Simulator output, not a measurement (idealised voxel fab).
process module | voxel released beams
cross-section cut | 230 nm wide | cells 5 nm
A cross-section is a grid of square cells, given in bands from the top down. A band is one or more rows of cells.
Each band's line starts with the height of the band's top and of its bottom, in nm. Then come its materials from left to right, each with its width in nm. One material with "throughout" fills the band from edge to edge. "air" is empty space.
Height 0 is the level under which the wafer as received is all one material. The lowest band goes on downwards, as in "0 down".
A width such as "30 to 40" changes by the same amount from each row of cells to the next, from the band's top row to its bottom row.
"no change" after a step means that no cell of the cross-section changed.
closed voids: empty space of 8 cells or more with no open way to the top, each as width x height at its distance from the left edge, in nm
after a step's settings: what the simulator itself notes on the step
overlay nm, on a step with a mask: how far to the right of its planned place the mask lay; to the left if negative
plan
1 op RECEIVE | material Si
2 op CONFORMAL_DEP | material SiN | thk nm 5
3 op DIRECTIONAL_DEP | material SiO2 | thk nm 20
4 op DIRECTIONAL_DEP | material aC | thk nm 10
5 op PATTERN | tone open | mask id ANCHOR | material resist | width nm 25 | thk nm 30 | overlay nm 0
6 op DIRECTIONAL_ETCH | etch materials aC | depth nm 10
7 op STRIP | etch materials resist
8 op DIRECTIONAL_ETCH | etch materials SiO2 | depth nm 20
9 op STRIP | etch materials aC
10 op CONFORMAL_DEP | material polySi | thk nm 10
11 op DIRECTIONAL_DEP | material aC | thk nm 15
12 op PATTERN | tone cover | mask id BEAM | material resist | width nm 110 | thk nm 30 | overlay nm -15
13 op DIRECTIONAL_ETCH | etch materials aC | depth nm 15
14 op STRIP | etch materials resist
15 op DIRECTIONAL_ETCH | etch materials polySi | depth nm 10
16 op STRIP | etch materials aC
17 op STRIP | etch materials SiO2
varied across the wafers: overlay nm of step 12. The plan shows the first wafer's value. All wafers start alike
first wafer as received, after step 1
  0 down: Si throughout
  closed voids: none
each wafer at the end: cells of each material gained (+) or lost (-) since it was received, then its closed voids
overlay nm -15 | +46 SiN | +60 polySi | closed voids: none
overlay nm -10 | +46 SiN | +60 polySi | closed voids: none
overlay nm -5 | +46 SiN | +60 polySi | closed voids: none
overlay nm 0 | +46 SiN | +60 polySi | closed voids: none
overlay nm 5 | +46 SiN | +60 polySi | closed voids: none
overlay nm 10 | +46 SiN | +60 polySi | closed voids: none
overlay nm 15 | +46 SiN | +60 polySi | closed voids: none
